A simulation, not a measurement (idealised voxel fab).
The following process module bears the name voxel self aligned contacts.
We display cut, a cross-section 285 nm in width whose square cells are each 5 nm.
Each cross-section below is a grid of square cells, stated as bands in top-down order, with one or more rows of cells making up each band. This entry defines a band. It first specifies the height of the band's top and the height of its bottom in nm, and then specifies the band's materials from left to right, stating each material with its width in nm. The word "edge to edge" identifies a single material that fills the band from edge to edge, while the word "empty" identifies empty space. Where do heights start? At 0: under that level the wafer as delivered is made of one material only. And the lowest band has no floor; it just carries on downward, as in "0..down". Graded width ("30 to 40"): value in top row of band = first number; value in bottom row = second number; row-to-row change constant. Basically "nothing was modified" means that step didn't change any cell in the cross-section. The label "Closed void roster" introduces a list of the empty spaces, 8 cells or larger, that have no open way up to the top; each entry in it reads width x height at distance, where the distance is taken from the left edge and all three are stated in nm. Heads up: the bit after the settings on a step's line is the simulator's remark on that step. "overlay nm" denotes, for a step that has a mask, the displacement of the mask to the right of its planned place, with negative values corresponding to the left. Pairs, read this way: before one process step on the one hand, after it on the other, the after cross-section ending at the lowest band that changed; the step between, settings included, beneath. Same starting wafer throughout, but possibly different runs of this module, so no pair continues from the pair above unless its entry headed "Before this step" says so.
Before this step:
  70..65 | 85 of TiN, then 40 of empty, then 35 of TiN, then 40 of empty, then 85 of TiN
  65..55 | 80 of SiO2, then 5 to 20 of TiN, then 40 to 10 of empty, then 5 to 20 of TiN, then 25 of SiO2, then 5 to 20 of TiN, then 40 to 10 of empty, then 5 to 20 of TiN, then 80 of SiO2
  55..30 | 40 of SiO2, then 10 of SiN, then 35 of polySi, then 10 of SiN, then 5 of TiN, then 10 of empty, then 5 of TiN, then 10 of SiN, then 35 of polySi, then 10 of SiN, then 5 of TiN, then 10 of empty, then 5 of TiN, then 10 of SiN, then 35 of polySi, then 10 of SiN, then 40 of SiO2
  30..25 | 40 of SiO2, then 10 of SiN, then 35 of polySi, then 10 of SiN, then 20 of TiN, then 10 of SiN, then 35 of polySi, then 10 of SiN, then 20 of TiN, then 10 of SiN, then 35 of polySi, then 10 of SiN, then 40 of SiO2
  25..0 | SiN edge to edge
  0..-5 | SiO2 edge to edge
  -5..down | Si edge to edge
  Closed void roster: none
Post-Process Section:
  80..70 | W edge to edge
  70..65 | 85 of TiN, then 40 of W, then 35 of TiN, then 40 of W, then 85 of TiN
  65..55 | 80 of SiO2, then 5 to 20 of TiN, then 40 to 10 of W, then 5 to 20 of TiN, then 25 of SiO2, then 5 to 20 of TiN, then 40 to 10 of W, then 5 to 20 of TiN, then 80 of SiO2
  55..30 | 40 of SiO2, then 10 of SiN, then 35 of polySi, then 10 of SiN, then 5 of TiN, then 10 of W, then 5 of TiN, then 10 of SiN, then 35 of polySi, then 10 of SiN, then 5 of TiN, then 10 of W, then 5 of TiN, then 10 of SiN, then 35 of polySi, then 10 of SiN, then 40 of SiO2
  Below 30, no change.
  Closed void roster: none
Can you name the step between the two cross-sections above? It is FILL_DEP [material W] [thk nm 10]
Before this step: unchanged from the after cross-section in the pair immediately above; refer to that figure.
Post-Process Section:
  65..55 | 80 of SiO2, then 5 to 20 of TiN, then 40 to 10 of W, then 5 to 20 of TiN, then 25 of SiO2, then 5 to 20 of TiN, then 40 to 10 of W, then 5 to 20 of TiN, then 80 of SiO2
  Below 55, no change.
  Closed void roster: none
Can you name the step between the two cross-sections above? It is CMP [height nm 65]
Before this step: unchanged from the after cross-section in the pair immediately above; refer to that figure.
Post-Process Section:
  70..65 | SiN edge to edge
  Below 65, no change.
  Closed void roster: none
Can you name the step between the two cross-sections above? It is CONFORMAL_DEP [material SiN] [thk nm 5]
Before this step:
  55..30 | 50 of empty, then 35 of SiN, then 40 of empty, then 35 of SiN, then 40 of empty, then 35 of SiN, then 50 of empty
  30..0 | 50 of empty, then 35 of polySi, then 40 of empty, then 35 of polySi, then 40 of empty, then 35 of polySi, then 50 of empty
  0..-5 | SiO2 edge to edge
  -5..down | Si edge to edge
  Closed void roster: none
Post-Process Section:
  70..30 | 35 of empty, then 65 of SiN, then 10 of empty, then 65 of SiN, then 10 of empty, then 65 of SiN, then 35 of empty
  30..15 | 35 of empty, then 15 of SiN, then 35 of polySi, then 15 of SiN, then 10 of empty, then 15 of SiN, then 35 of polySi, then 15 of SiN, then 10 of empty, then 15 of SiN, then 35 of polySi, then 15 of SiN, then 35 of empty
  15..0 | 50 of SiN, then 35 of polySi, then 40 of SiN, then 35 of polySi, then 40 of SiN, then 35 of polySi, then 50 of SiN
  Below 0, no change.
  Closed void roster: none
Can you name the step between the two cross-sections above? It is CONFORMAL_DEP [material SiN] [thk nm 15]
Before this step: unchanged from the after cross-section in the pair immediately above; refer to that figure.
Post-Process Section:
  60..30 | 35 of empty, then 65 of SiN, then 10 of empty, then 65 of SiN, then 10 of empty, then 65 of SiN, then 35 of empty
  30..5 | 35 of empty, then 15 of SiN, then 35 of polySi, then 15 of SiN, then 10 of empty, then 15 of SiN, then 35 of polySi, then 15 of SiN, then 10 of empty, then 15 of SiN, then 35 of polySi, then 15 of SiN, then 35 of empty
  Below 5, no change.
  Closed void roster: none
Can you name the step between the two cross-sections above? It is DIRECTIONAL_ETCH [etch materials SiN] [depth nm 10]
Before this step: unchanged from the after cross-section in the pair immediately above; refer to that figure.
Post-Process Section:
  80..60 | SiO2 edge to edge
  60..30 | 35 of SiO2, then 65 of SiN, then 10 of SiO2, then 65 of SiN, then 10 of SiO2, then 65 of SiN, then 35 of SiO2
  30..5 | 35 of SiO2, then 15 of SiN, then 35 of polySi, then 15 of SiN, then 10 of SiO2, then 15 of SiN, then 35 of polySi, then 15 of SiN, then 10 of SiO2, then 15 of SiN, then 35 of polySi, then 15 of SiN, then 35 of SiO2
  Below 5, no change.
  Closed void roster: none
Can you name the step between the two cross-sections above? It is FILL_DEP [material SiO2] [thk nm 20]
Before this step: unchanged from the after cross-section in the pair immediately above; refer to that figure.
Post-Process Section:
  65..60 | SiO2 edge to edge
  Below 60, no change.
  Closed void roster: none
Can you name the step between the two cross-sections above? It is CMP [height nm 65]
Before this step: unchanged from the after cross-section in the pair immediately above; refer to that figure.
Post-Process Section:
  80..65 | 80 of resist, then 50 of empty, then 25 of resist, then 50 of empty, then 80 of resist
  Below 65, no change.
  Closed void roster: none
Can you name the step between the two cross-sections above? It is PATTERN [tone open] [mask id CONTACT] [material resist] [width nm 50] [pitch nm 75] [thk nm 15] [overlay nm 0]
Before this step: unchanged from the after cross-section in the pair immediately above; refer to that figure.
Post-Process Section:
  80..65 | 80 of resist, then 50 of empty, then 25 of resist, then 50 of empty, then 80 of resist
  65..60 | 80 of SiO2, then 50 of empty, then 25 of SiO2, then 50 of empty, then 80 of SiO2
  60..30 | 35 of SiO2, then 65 of SiN, then 10 of empty, then 65 of SiN, then 10 of empty, then 65 of SiN, then 35 of SiO2
  30..5 | 35 of SiO2, then 15 of SiN, then 35 of polySi, then 15 of SiN, then 10 of empty, then 15 of SiN, then 35 of polySi, then 15 of SiN, then 10 of empty, then 15 of SiN, then 35 of polySi, then 15 of SiN, then 35 of SiO2
  Below 5, no change.
  Closed void roster: none
Can you name the step between the two cross-sections above? It is DIRECTIONAL_ETCH [etch materials SiO2] [depth nm 70]
Before this step: unchanged from the after cross-section in the pair immediately above; refer to that figure.
Post-Process Section:
  65..60 | 80 of SiO2, then 50 of empty, then 25 of SiO2, then 50 of empty, then 80 of SiO2
  Below 60, no change.
  Closed void roster: none
Can you name the step between the two cross-sections above? It is STRIP [etch materials resist]
Before this step: unchanged from the after cross-section in the pair immediately above; refer to that figure.
Post-Process Section:
  70..65 | 85 of TiN, then 40 of empty, then 35 of TiN, then 40 of empty, then 85 of TiN
  65..60 | 80 of SiO2, then 50 of TiN, then 25 of SiO2, then 50 of TiN, then 80 of SiO2
  60..30 | 35 of SiO2, then 65 of SiN, then 10 of TiN, then 65 of SiN, then 10 of TiN, then 65 of SiN, then 35 of SiO2
  30..5 | 35 of SiO2, then 15 of SiN, then 35 of polySi, then 15 of SiN, then 10 of TiN, then 15 of SiN, then 35 of polySi, then 15 of SiN, then 10 of TiN, then 15 of SiN, then 35 of polySi, then 15 of SiN, then 35 of SiO2
  Below 5, no change.
  Closed void roster: none
Can you name the step between the two cross-sections above? It is CONFORMAL_DEP [material TiN] [thk nm 5]
Before this step: unchanged from the after cross-section in the pair immediately above; refer to that figure.
Post-Process Section:
  80..70 | W edge to edge
  70..65 | 85 of TiN, then 40 of W, then 35 of TiN, then 40 of W, then 85 of TiN
  Below 65, no change.
  Closed void roster: none
Can you name the step between the two cross-sections above? It is FILL_DEP [material W] [thk nm 10]
Before this step: unchanged from the after cross-section in the pair immediately above; refer to that figure.
Post-Process Section:
  65..60 | 80 of SiO2, then 50 of TiN, then 25 of SiO2, then 50 of TiN, then 80 of SiO2
  Below 60, no change.
  Closed void roster: none
Can you name the step between the two cross-sections above? It is CMP [height nm 65]
Before this step: unchanged from the after cross-section in the pair immediately above; refer to that figure.
Post-Process Section:
  70..65 | SiN edge to edge
  Below 65, no change.
  Closed void roster: none
Can you name the step between the two cross-sections above? It is CONFORMAL_DEP [material SiN] [thk nm 5]
Before this step:
  55..30 | SiN edge to edge
  30..0 | polySi edge to edge
  0..-5 | SiO2 edge to edge
  -5..down | Si edge to edge
  Closed void roster: none
Post-Process Section:
  75..55 | 55 of empty, then 25 of resist, then 50 of empty, then 25 of resist, then 50 of empty, then 25 of resist, then 55 of empty
  Below 55, no change.
  Closed void roster: none
Can you name the step between the two cross-sections above? It is PATTERN [tone cover] [mask id GATE] [material resist] [width nm 25] [pitch nm 75] [thk nm 20] [overlay nm 0]
Before this step: unchanged from the after cross-section in the pair immediately above; refer to that figure.
Post-Process Section:
  75..55 | 55 of empty, then 25 of resist, then 50 of empty, then 25 of resist, then 50 of empty, then 25 of resist, then 55 of empty
  55..30 | 55 of empty, then 25 of SiN, then 50 of empty, then 25 of SiN, then 50 of empty, then 25 of SiN, then 55 of empty
  Below 30, no change.
  Closed void roster: none
Can you name the step between the two cross-sections above? It is DIRECTIONAL_ETCH [etch materials SiN] [depth nm 25]
Before this step: unchanged from the after cross-section in the pair immediately above; refer to that figure.
Post-Process Section:
  75..55 | 55 of empty, then 25 of resist, then 50 of empty, then 25 of resist, then 50 of empty, then 25 of resist, then 55 of empty
  55..30 | 55 of empty, then 25 of SiN, then 50 of empty, then 25 of SiN, then 50 of empty, then 25 of SiN, then 55 of empty
  30..0 | 55 of empty, then 25 of polySi, then 50 of empty, then 25 of polySi, then 50 of empty, then 25 of polySi, then 55 of empty
  Below 0, no change.
  Closed void roster: none
Can you name the step between the two cross-sections above? It is DIRECTIONAL_ETCH [etch materials polySi] [depth nm 30]
Before this step: unchanged from the after cross-section in the pair immediately above; refer to that figure.
Post-Process Section:
  55..30 | 55 of empty, then 25 of SiN, then 50 of empty, then 25 of SiN, then 50 of empty, then 25 of SiN, then 55 of empty
  Below 30, no change.
  Closed void roster: none
Can you name the step between the two cross-sections above? It is STRIP [etch materials resist]
Before this step: unchanged from the after cross-section in the pair immediately above; refer to that figure.
Post-Process Section:
  65..30 | 45 of empty, then 45 of SiN, then 30 of empty, then 45 of SiN, then 30 of empty, then 45 of SiN, then 45 of empty
  30..10 | 45 of empty, then 10 of SiN, then 25 of polySi, then 10 of SiN, then 30 of empty, then 10 of SiN, then 25 of polySi, then 10 of SiN, then 30 of empty, then 10 of SiN, then 25 of polySi, then 10 of SiN, then 45 of empty
  10..0 | 55 of SiN, then 25 of polySi, then 50 of SiN, then 25 of polySi, then 50 of SiN, then 25 of polySi, then 55 of SiN
  Below 0, no change.
  Closed void roster: none
Can you name the step between the two cross-sections above? It is CONFORMAL_DEP [material SiN] [thk nm 10]
Before this step: unchanged from the after cross-section in the pair immediately above; refer to that figure.
Post-Process Section:
  55..30 | 45 of empty, then 45 of SiN, then 30 of empty, then 45 of SiN, then 30 of empty, then 45 of SiN, then 45 of empty
  30..0 | 45 of empty, then 10 of SiN, then 25 of polySi, then 10 of SiN, then 30 of empty, then 10 of SiN, then 25 of polySi, then 10 of SiN, then 30 of empty, then 10 of SiN, then 25 of polySi, then 10 of SiN, then 45 of empty
  Below 0, no change.
  Closed void roster: none
Can you name the step between the two cross-sections above? It is DIRECTIONAL_ETCH [etch materials SiN] [depth nm 10]
Before this step: unchanged from the after cross-section in the pair immediately above; refer to that figure.
Post-Process Section:
  75..55 | SiO2 edge to edge
  55..30 | 45 of SiO2, then 45 of SiN, then 30 of SiO2, then 45 of SiN, then 30 of SiO2, then 45 of SiN, then 45 of SiO2
  30..0 | 45 of SiO2, then 10 of SiN, then 25 of polySi, then 10 of SiN, then 30 of SiO2, then 10 of SiN, then 25 of polySi, then 10 of SiN, then 30 of SiO2, then 10 of SiN, then 25 of polySi, then 10 of SiN, then 45 of SiO2
  Below 0, no change.
  Closed void roster: none
Can you name the step between the two cross-sections above? It is FILL_DEP [material SiO2] [thk nm 20]
Before this step: unchanged from the after cross-section in the pair immediately above; refer to that figure.
Post-Process Section:
  65..55 | SiO2 edge to edge
  Below 55, no change.
  Closed void roster: none
Can you name the step between the two cross-sections above? It is CMP [height nm 65]
Before this step: unchanged from the after cross-section in the pair immediately above; refer to that figure.
Post-Process Section:
  80..65 | 80 of resist, then 50 of empty, then 25 of resist, then 50 of empty, then 80 of resist
  Below 65, no change.
  Closed void roster: none
Can you name the step between the two cross-sections above? It is PATTERN [tone open] [mask id CONTACT] [material resist] [width nm 50] [pitch nm 75] [thk nm 15] [overlay nm 0]
Before this step: unchanged from the after cross-section in the pair immediately above; refer to that figure.
Post-Process Section:
  80..65 | 80 of resist, then 50 of empty, then 25 of resist, then 50 of empty, then 80 of resist
  65..55 | 80 of SiO2, then 50 of empty, then 25 of SiO2, then 50 of empty, then 80 of SiO2
  55..30 | 45 of SiO2, then 45 of SiN, then 30 of empty, then 45 of SiN, then 30 of empty, then 45 of SiN, then 45 of SiO2
  30..0 | 45 of SiO2, then 10 of SiN, then 25 of polySi, then 10 of SiN, then 30 of empty, then 10 of SiN, then 25 of polySi, then 10 of SiN, then 30 of empty, then 10 of SiN, then 25 of polySi, then 10 of SiN, then 45 of SiO2
  0..-5 | 90 of SiO2, then 30 of empty, then 45 of SiO2, then 30 of empty, then 90 of SiO2
  Below -5, no change.
  Closed void roster: none
Can you name the step between the two cross-sections above? It is DIRECTIONAL_ETCH [etch materials SiO2] [depth nm 70]
Before this step: unchanged from the after cross-section in the pair immediately above; refer to that figure.
Post-Process Section:
  65..55 | 80 of SiO2, then 50 of empty, then 25 of SiO2, then 50 of empty, then 80 of SiO2
  Below 55, no change.
  Closed void roster: none
Can you name the step between the two cross-sections above? It is STRIP [etch materials resist]
Before this step: unchanged from the after cross-section in the pair immediately above; refer to that figure.
Post-Process Section:
  70..65 | 85 of TiN, then 40 of empty, then 35 of TiN, then 40 of empty, then 85 of TiN
  65..55 | 80 of SiO2, then 5 to 15 of TiN, then 40 to 20 of empty, then 5 to 15 of TiN, then 25 of SiO2, then 5 to 15 of TiN, then 40 to 20 of empty, then 5 to 15 of TiN, then 80 of SiO2
  55..30 | 45 of SiO2, then 45 of SiN, then 5 of TiN, then 20 of empty, then 5 of TiN, then 45 of SiN, then 5 of TiN, then 20 of empty, then 5 of TiN, then 45 of SiN, then 45 of SiO2
  30..0 | 45 of SiO2, then 10 of SiN, then 25 of polySi, then 10 of SiN, then 5 of TiN, then 20 of empty, then 5 of TiN, then 10 of SiN, then 25 of polySi, then 10 of SiN, then 5 of TiN, then 20 of empty, then 5 of TiN, then 10 of SiN, then 25 of polySi, then 10 of SiN, then 45 of SiO2
  0..-5 | 90 of SiO2, then 30 of TiN, then 45 of SiO2, then 30 of TiN, then 90 of SiO2
  Below -5, no change.
  Closed void roster: none
Can you name the step between the two cross-sections above? It is CONFORMAL_DEP [material TiN] [thk nm 5]
Before this step: unchanged from the after cross-section in the pair immediately above; refer to that figure.
Post-Process Section:
  80..70 | W edge to edge
  70..65 | 85 of TiN, then 40 of W, then 35 of TiN, then 40 of W, then 85 of TiN
  65..55 | 80 of SiO2, then 5 to 15 of TiN, then 40 to 20 of W, then 5 to 15 of TiN, then 25 of SiO2, then 5 to 15 of TiN, then 40 to 20 of W, then 5 to 15 of TiN, then 80 of SiO2
  55..30 | 45 of SiO2, then 45 of SiN, then 5 of TiN, then 20 of W, then 5 of TiN, then 45 of SiN, then 5 of TiN, then 20 of W, then 5 of TiN, then 45 of SiN, then 45 of SiO2
  30..0 | 45 of SiO2, then 10 of SiN, then 25 of polySi, then 10 of SiN, then 5 of TiN, then 20 of W, then 5 of TiN, then 10 of SiN, then 25 of polySi, then 10 of SiN, then 5 of TiN, then 20 of W, then 5 of TiN, then 10 of SiN, then 25 of polySi, then 10 of SiN, then 45 of SiO2
  Below 0, no change.
  Closed void roster: none
Can you name the step between the two cross-sections above? It is FILL_DEP [material W] [thk nm 10]
Before this step: unchanged from the after cross-section in the pair immediately above; refer to that figure.
Post-Process Section:
  65..55 | 80 of SiO2, then 5 to 15 of TiN, then 40 to 20 of W, then 5 to 15 of TiN, then 25 of SiO2, then 5 to 15 of TiN, then 40 to 20 of W, then 5 to 15 of TiN, then 80 of SiO2
  Below 55, no change.
  Closed void roster: none
Can you name the step between the two cross-sections above? It is CMP [height nm 65]
Before this step: unchanged from the after cross-section in the pair immediately above; refer to that figure.
Post-Process Section:
  70..65 | SiN edge to edge
  Below 65, no change.
  Closed void roster: none
Can you name the step between the two cross-sections above? It is CONFORMAL_DEP [material SiN] [thk nm 5]
Before this step:
  65..55 | SiO2 edge to edge
  55..30 | 40 of SiO2, then 55 of SiN, then 20 of SiO2, then 55 of SiN, then 20 of SiO2, then 55 of SiN, then 40 of SiO2
  30..0 | 40 of SiO2, then 10 of SiN, then 35 of polySi, then 10 of SiN, then 20 of SiO2, then 10 of SiN, then 35 of polySi, then 10 of SiN, then 20 of SiO2, then 10 of SiN, then 35 of polySi, then 10 of SiN, then 40 of SiO2
  0..-5 | SiO2 edge to edge
  -5..down | Si edge to edge
  Closed void roster: none
Post-Process Section:
  80..65 | 70 of resist, then 50 of empty, then 25 of resist, then 50 of empty, then 90 of resist
  Below 65, no change.
  Closed void roster: none
Can you name the step between the two cross-sections above? It is PATTERN [tone open] [mask id CONTACT] [material resist] [width nm 50] [pitch nm 75] [thk nm 15] [overlay nm -10]
Before this step: unchanged from the after cross-section in the pair immediately above; refer to that figure.
Post-Process Section:
  80..65 | 70 of resist, then 50 of empty, then 25 of resist, then 50 of empty, then 90 of resist
  65..55 | 70 of SiO2, then 50 of empty, then 25 of SiO2, then 50 of empty, then 90 of SiO2
  55..30 | 40 of SiO2, then 55 of SiN, then 20 of empty, then 55 of SiN, then 20 of empty, then 55 of SiN, then 40 of SiO2
  30..0 | 40 of SiO2, then 10 of SiN, then 35 of polySi, then 10 of SiN, then 20 of empty, then 10 of SiN, then 35 of polySi, then 10 of SiN, then 20 of empty, then 10 of SiN, then 35 of polySi, then 10 of SiN, then 40 of SiO2
  0..-5 | 95 of SiO2, then 20 of empty, then 55 of SiO2, then 20 of empty, then 95 of SiO2
  Below -5, no change.
  Closed void roster: none
Can you name the step between the two cross-sections above? It is DIRECTIONAL_ETCH [etch materials SiO2] [depth nm 70]
Before this step: unchanged from the after cross-section in the pair immediately above; refer to that figure.
Post-Process Section:
  65..55 | 70 of SiO2, then 50 of empty, then 25 of SiO2, then 50 of empty, then 90 of SiO2
  Below 55, no change.
  Closed void roster: none
Can you name the step between the two cross-sections above? It is STRIP [etch materials resist]
Before this step: unchanged from the after cross-section in the pair immediately above; refer to that figure.
Post-Process Section:
  70..65 | 75 of TiN, then 40 of empty, then 35 of TiN, then 40 of empty, then 95 of TiN
  65..55 | 70 of SiO2, then 5 to 30 of TiN, then 40 to 10 of empty, then 5 to 10 of TiN, then 25 of SiO2, then 5 to 30 of TiN, then 40 to 10 of empty, then 5 to 10 of TiN, then 90 of SiO2
  55..30 | 40 of SiO2, then 55 of SiN, then 5 of TiN, then 10 of empty, then 5 of TiN, then 55 of SiN, then 5 of TiN, then 10 of empty, then 5 of TiN, then 55 of SiN, then 40 of SiO2
  30..0 | 40 of SiO2, then 10 of SiN, then 35 of polySi, then 10 of SiN, then 5 of TiN, then 10 of empty, then 5 of TiN, then 10 of SiN, then 35 of polySi, then 10 of SiN, then 5 of TiN, then 10 of empty, then 5 of TiN, then 10 of SiN, then 35 of polySi, then 10 of SiN, then 40 of SiO2
  0..-5 | 95 of SiO2, then 20 of TiN, then 55 of SiO2, then 20 of TiN, then 95 of SiO2
  Below -5, no change.
  Closed void roster: none
Can you name the step between the two cross-sections above? It is CONFORMAL_DEP [material TiN] [thk nm 5]
Before this step: unchanged from the after cross-section in the pair immediately above; refer to that figure.
Post-Process Section:
  80..70 | W edge to edge
  70..65 | 75 of TiN, then 40 of W, then 35 of TiN, then 40 of W, then 95 of TiN
  65..55 | 70 of SiO2, then 5 to 30 of TiN, then 40 to 10 of W, then 5 to 10 of TiN, then 25 of SiO2, then 5 to 30 of TiN, then 40 to 10 of W, then 5 to 10 of TiN, then 90 of SiO2
  55..30 | 40 of SiO2, then 55 of SiN, then 5 of TiN, then 10 of W, then 5 of TiN, then 55 of SiN, then 5 of TiN, then 10 of W, then 5 of TiN, then 55 of SiN, then 40 of SiO2
  30..0 | 40 of SiO2, then 10 of SiN, then 35 of polySi, then 10 of SiN, then 5 of TiN, then 10 of W, then 5 of TiN, then 10 of SiN, then 35 of polySi, then 10 of SiN, then 5 of TiN, then 10 of W, then 5 of TiN, then 10 of SiN, then 35 of polySi, then 10 of SiN, then 40 of SiO2
  Below 0, no change.
  Closed void roster: none
Can you name the step between the two cross-sections above? It is FILL_DEP [material W] [thk nm 10]
Before this step: unchanged from the after cross-section in the pair immediately above; refer to that figure.
Post-Process Section:
  65..55 | 70 of SiO2, then 5 to 30 of TiN, then 40 to 10 of W, then 5 to 10 of TiN, then 25 of SiO2, then 5 to 30 of TiN, then 40 to 10 of W, then 5 to 10 of TiN, then 90 of SiO2
  Below 55, no change.
  Closed void roster: none
Can you name the step between the two cross-sections above? It is CMP [height nm 65]
Before this step: unchanged from the after cross-section in the pair immediately above; refer to that figure.
Post-Process Section:
  70..65 | SiN edge to edge
  Below 65, no change.
  Closed void roster: none
Can you name the step between the two cross-sections above? It is CONFORMAL_DEP [material SiN] [thk nm 5]
Before this step:
  30..0 | polySi edge to edge
  0..-5 | SiO2 edge to edge
  -5..down | Si edge to edge
  Closed void roster: none
Post-Process Section:
  55..30 | TiN edge to edge
  Below 30, no change.
  Closed void roster: none
Can you name the step between the two cross-sections above? It is DIRECTIONAL_DEP [material TiN] [thk nm 25]
Before this step: unchanged from the after cross-section in the pair immediately above; refer to that figure.
Post-Process Section:
  75..55 | 50 of empty, then 35 of resist, then 40 of empty, then 35 of resist, then 40 of empty, then 35 of resist, then 50 of empty
  Below 55, no change.
  Closed void roster: none
Can you name the step between the two cross-sections above? It is PATTERN [tone cover] [mask id GATE] [material resist] [width nm 35] [pitch nm 75] [thk nm 20] [overlay nm 0]
Before this step: unchanged from the after cross-section in the pair immediately above; refer to that figure.
Post-Process Section:
  55..30 | TiN edge to edge
  Below 30, no change.
  Closed void roster: none
Can you name the step between the two cross-sections above? It is STRIP [etch materials resist]
Before this step: unchanged from the after cross-section in the pair immediately above; refer to that figure.
Post-Process Section:
  65..55 | SiN edge to edge
  Below 55, no change.
  Closed void roster: none
Can you name the step between the two cross-sections above? It is CONFORMAL_DEP [material SiN] [thk nm 10]
Before this step: unchanged from the after cross-section in the pair immediately above; refer to that figure.
Post-Process Section:
  55..30 | TiN edge to edge
  Below 30, no change.
  Closed void roster: none
Can you name the step between the two cross-sections above? It is DIRECTIONAL_ETCH [etch materials SiN] [depth nm 10]
Before this step: unchanged from the after cross-section in the pair immediately above; refer to that figure.
Post-Process Section:
  75..55 | SiO2 edge to edge
  Below 55, no change.
  Closed void roster: none
Can you name the step between the two cross-sections above? It is FILL_DEP [material SiO2] [thk nm 20]
Before this step: unchanged from the after cross-section in the pair immediately above; refer to that figure.
Post-Process Section:
  65..55 | SiO2 edge to edge
  Below 55, no change.
  Closed void roster: none
Can you name the step between the two cross-sections above? It is CMP [height nm 65]
Before this step: unchanged from the after cross-section in the pair immediately above; refer to that figure.
Post-Process Section:
  80..65 | 80 of resist, then 50 of empty, then 25 of resist, then 50 of empty, then 80 of resist
  Below 65, no change.
  Closed void roster: none
Can you name the step between the two cross-sections above? It is PATTERN [tone open] [mask id CONTACT] [material resist] [width nm 50] [pitch nm 75] [thk nm 15] [overlay nm 0]
Before this step: unchanged from the after cross-section in the pair immediately above; refer to that figure.
Post-Process Section:
  80..65 | 80 of resist, then 50 of empty, then 25 of resist, then 50 of empty, then 80 of resist
  65..55 | 80 of SiO2, then 50 of empty, then 25 of SiO2, then 50 of empty, then 80 of SiO2
  Below 55, no change.
  Closed void roster: none
Can you name the step between the two cross-sections above? It is DIRECTIONAL_ETCH [etch materials SiO2] [depth nm 70]
Before this step: unchanged from the after cross-section in the pair immediately above; refer to that figure.
Post-Process Section:
  65..55 | 80 of SiO2, then 50 of empty, then 25 of SiO2, then 50 of empty, then 80 of SiO2
  Below 55, no change.
  Closed void roster: none
Can you name the step between the two cross-sections above? It is STRIP [etch materials resist]
Before this step: unchanged from the after cross-section in the pair immediately above; refer to that figure.
Post-Process Section:
  70..65 | 85 of TiN, then 40 of empty, then 35 of TiN, then 40 of empty, then 85 of TiN
  65..60 | 80 of SiO2, then 5 of TiN, then 40 of empty, then 5 of TiN, then 25 of SiO2, then 5 of TiN, then 40 of empty, then 5 of TiN, then 80 of SiO2
  60..55 | 80 of SiO2, then 50 of TiN, then 25 of SiO2, then 50 of TiN, then 80 of SiO2
  Below 55, no change.
  Closed void roster: none
Can you name the step between the two cross-sections above? It is CONFORMAL_DEP [material TiN] [thk nm 5]
Before this step: unchanged from the after cross-section in the pair immediately above; refer to that figure.
Post-Process Section:
  80..70 | W edge to edge
  70..65 | 85 of TiN, then 40 of W, then 35 of TiN, then 40 of W, then 85 of TiN
  65..60 | 80 of SiO2, then 5 of TiN, then 40 of W, then 5 of TiN, then 25 of SiO2, then 5 of TiN, then 40 of W, then 5 of TiN, then 80 of SiO2
  Below 60, no change.
  Closed void roster: none
Can you name the step between the two cross-sections above? It is FILL_DEP [material W] [thk nm 10]
Before this step: unchanged from the after cross-section in the pair immediately above; refer to that figure.
Post-Process Section:
  65..60 | 80 of SiO2, then 5 of TiN, then 40 of W, then 5 of TiN, then 25 of SiO2, then 5 of TiN, then 40 of W, then 5 of TiN, then 80 of SiO2
  Below 60, no change.
  Closed void roster: none
Can you name the step between the two cross-sections above? It is CMP [height nm 65]
Before this step: unchanged from the after cross-section in the pair immediately above; refer to that figure.
Post-Process Section:
  70..65 | SiN edge to edge
  Below 65, no change.
  Closed void roster: none
Can you name the step between the two cross-sections above? It is CONFORMAL_DEP [material SiN] [thk nm 5]
Before this step:
  55..30 | SiN edge to edge
  30..0 | polySi edge to edge
  0..-5 | SiO2 edge to edge
  -5..down | Si edge to edge
  Closed void roster: none
Post-Process Section:
  75..55 | 50 of resist, then 35 of empty, then 40 of resist, then 35 of empty, then 40 of resist, then 35 of empty, then 50 of resist
  Below 55, no change.
  Closed void roster: none
Can you name the step between the two cross-sections above? It is PATTERN [tone open] [mask id GATE] [material resist] [width nm 35] [pitch nm 75] [thk nm 20] [overlay nm 0]
Before this step: unchanged from the after cross-section in the pair immediately above; refer to that figure.
Post-Process Section:
  75..55 | 50 of resist, then 35 of empty, then 40 of resist, then 35 of empty, then 40 of resist, then 35 of empty, then 50 of resist
  55..30 | 50 of SiN, then 35 of empty, then 40 of SiN, then 35 of empty, then 40 of SiN, then 35 of empty, then 50 of SiN
  Below 30, no change.
  Closed void roster: none
Can you name the step between the two cross-sections above? It is DIRECTIONAL_ETCH [etch materials SiN] [depth nm 25]
Before this step: unchanged from the after cross-section in the pair immediately above; refer to that figure.
Post-Process Section:
  75..55 | 50 of resist, then 35 of empty, then 40 of resist, then 35 of empty, then 40 of resist, then 35 of empty, then 50 of resist
  55..30 | 50 of SiN, then 35 of empty, then 40 of SiN, then 35 of empty, then 40 of SiN, then 35 of empty, then 50 of SiN
  30..0 | 50 of polySi, then 35 of empty, then 40 of polySi, then 35 of empty, then 40 of polySi, then 35 of empty, then 50 of polySi
  Below 0, no change.
  Closed void roster: none
Can you name the step between the two cross-sections above? It is DIRECTIONAL_ETCH [etch materials polySi] [depth nm 30]
Before this step: unchanged from the after cross-section in the pair immediately above; refer to that figure.
Post-Process Section:
  55..30 | 50 of SiN, then 35 of empty, then 40 of SiN, then 35 of empty, then 40 of SiN, then 35 of empty, then 50 of SiN
  Below 30, no change.
  Closed void roster: none
Can you name the step between the two cross-sections above? It is STRIP [etch materials resist]
Before this step: unchanged from the after cross-section in the pair immediately above; refer to that figure.
Post-Process Section:
  65..30 | 60 of SiN, then 15 of empty, then 60 of SiN, then 15 of empty, then 60 of SiN, then 15 of empty, then 60 of SiN
  30..10 | 50 of polySi, then 10 of SiN, then 15 of empty, then 10 of SiN, then 40 of polySi, then 10 of SiN, then 15 of empty, then 10 of SiN, then 40 of polySi, then 10 of SiN, then 15 of empty, then 10 of SiN, then 50 of polySi
  10..0 | 50 of polySi, then 35 of SiN, then 40 of polySi, then 35 of SiN, then 40 of polySi, then 35 of SiN, then 50 of polySi
  Below 0, no change.
  Closed void roster: none
Can you name the step between the two cross-sections above? It is CONFORMAL_DEP [material SiN] [thk nm 10]
Before this step: unchanged from the after cross-section in the pair immediately above; refer to that figure.
Post-Process Section:
  55..30 | 60 of SiN, then 15 of empty, then 60 of SiN, then 15 of empty, then 60 of SiN, then 15 of empty, then 60 of SiN
  30..0 | 50 of polySi, then 10 of SiN, then 15 of empty, then 10 of SiN, then 40 of polySi, then 10 of SiN, then 15 of empty, then 10 of SiN, then 40 of polySi, then 10 of SiN, then 15 of empty, then 10 of SiN, then 50 of polySi
  Below 0, no change.
  Closed void roster: none
Can you name the step between the two cross-sections above? It is DIRECTIONAL_ETCH [etch materials SiN] [depth nm 10]
